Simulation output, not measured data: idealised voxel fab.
Title: Process Module voxel gate over fins
Xsec cut, 265 nm wide, square cell size 5 nm.
Square cells in a grid make up a cross-section in this document, and the grid is given as bands, listed from the top down, each one or more rows of cells.
Basically the band line says how high the top is and how high the bottom is, in nm, and then what's in it from left to right, every material with its width in nm. Empty space shows up as "blank", and if a single material carries "throughout" it runs the full band edge to edge.
The reference from which all heights are counted is 0, the level beneath which the as-received wafer is entirely one material; the lowest band, having no lower bound, proceeds downward and is written after the example "from 0 down".
When a width is written as two numbers, as in "30 to 40", the first number is the width in the top row of cells of the band and the second is the width in its bottom row, and the width changes by the same amount from each row to the next.
Key: "remains unaltered" - step with no changed cell in the cross-section.
"Sealed void listing" specifies each empty space that is not open to the top and that occupies no fewer than 8 cells, using the form width x height at distance, the distance measured from the left edge and all three quantities in nm.
after a step's settings: what the simulator itself notes on the step
overlay nm, on a step with a mask: how far to the right of its planned place the mask lay; to the left if negative
Plan
1: RECEIVE: material Si
2: CONFORMAL_DEP: material SiN, thk nm 10
3: MASKED_ETCH: tone cover, mask id FINS, width nm 15, pitch nm 45, etch materials SiN, depth nm 10, overlay nm 0
4: MASKED_ETCH: tone cover, mask id FINS, width nm 15, pitch nm 45, etch materials Si, depth nm 40, overlay nm 0
5: FILL_DEP: material SiO2, thk nm 5
6: CMP: height nm 10
7: SELECTIVE_ETCH: etch materials SiO2, depth nm 25
8: STRIP: etch materials SiN
9: CONFORMAL_DEP: material HfO2, thk nm 5
10: CONFORMAL_DEP: material TiN, thk nm 5
11: FILL_DEP: material W, thk nm 15
12: CMP: height nm 20
13: CONFORMAL_DEP: material SiCN, thk nm 5
The thk nm used in step 13 is not the same on every wafer, whereas the starting condition is; the value printed in the plan is the first wafer's.
First wafer of several, as received: cross-section after step 1
  from 0 down: Si throughout
  Sealed void listing: none
End of module, by wafer: material-by-material cell gain (+) or loss (-) since receipt, then closed voids
thk nm 5, +71 HfO2, -352 Si, +53 SiCN, +220 SiO2, +71 TiN, +202 W, Sealed void listing: none
thk nm 10, +71 HfO2, -352 Si, +106 SiCN, +220 SiO2, +71 TiN, +202 W, Sealed void listing: none
thk nm 15, +71 HfO2, -352 Si, +159 SiCN, +220 SiO2, +71 TiN, +202 W, Sealed void listing: none
thk nm 20, +71 HfO2, -352 Si, +212 SiCN, +220 SiO2, +71 TiN, +202 W, Sealed void listing: none
thk nm 25, +71 HfO2, -352 Si, +265 SiCN, +220 SiO2, +71 TiN, +202 W, Sealed void listing: none
